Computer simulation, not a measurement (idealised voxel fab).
Name of the process module below: voxel trench capacitor
Section shown: cut. Width: 245 nm. Cell size: 5 nm, square.
Think of the cross-section as a grid of square cells. We describe it in bands, top to bottom, and each band covers one or more rows of those cells. Band entry format. Leading values: height of top, height of bottom, nm. Remainder: materials in left-to-right order, each with its width in nm. Special words: "everywhere" on a single material, which then fills the band edge to edge; "empty", empty space. Counting heights begins at 0, where everything beneath is, in the wafer as received, one material. The lowest band has no bottom; it goes on downwards, as "0..down" shows. Think of "30 to 40" as a width that walks from the first number to the second as you go down the band, top row to bottom row, taking equal-sized steps from row to row. Reading "same as before" for a step: not a cell of the cross-section changed in it. "Tabulated closed voids" - sealed voids, min. 8 cells, no opening to top; format: width x height at distance (distance from left edge; nm throughout). Text after the settings on a step's line: the simulator's own remark on that step. A step line may carry the setting "overlay nm", which, for steps involving a mask, states the distance by which the mask lay to the right of its intended position; negative values denote displacement to the left.

# So here's the lineup of process steps we planned
- 1: RECEIVE, material Si
- 2: CONFORMAL_DEP, material SiN, thk nm 5
- 3: PATTERN, tone open, mask id TRENCH, material resist, width nm 25, pitch nm 50, thk nm 15, overlay nm 0
- 4: DIRECTIONAL_ETCH, etch materials SiN, depth nm 5
- 5: DIRECTIONAL_ETCH, etch materials Si, depth nm 40
- 6: STRIP, etch materials resist
- 7: CONFORMAL_DEP, material Al2O3, thk nm 5
- 8: CONFORMAL_DEP, material TiN, thk nm 5
- 9: FILL_DEP, material W, thk nm 10
- 10: CMP, height nm 5

# Cross-section, incoming material, after step 1
* 0..down  Si everywhere
* Tabulated closed voids: none

# Here's the wafer cut in cross-section after the module, started and planned just like above, except one thing was done wrong in the run
* 5..0  SiN=85  Al2O3=5  TiN=5  W=10  TiN=5  Al2O3=5  SiN=20  Al2O3=5  TiN=5  W=10  TiN=5  Al2O3=5  SiN=80
* 0..-30  Si=85  Al2O3=5  TiN=5  W=10  TiN=5  Al2O3=5  Si=20  Al2O3=5  TiN=5  W=10  TiN=5  Al2O3=5  Si=80
* -30..-35  Si=85  Al2O3=5  TiN=20  Al2O3=5  Si=20  Al2O3=5  TiN=20  Al2O3=5  Si=80
* -35..-40  Si=85  Al2O3=30  Si=20  Al2O3=30  Si=80
* -40..down  Si everywhere
* Tabulated closed voids: none
Nonconformance to the process plan: note that step 3 departed from the planned setting and was carried out as PATTERN, tone open, mask id TRENCH, material resist, width nm 30, pitch nm 50, thk nm 15, overlay nm 0
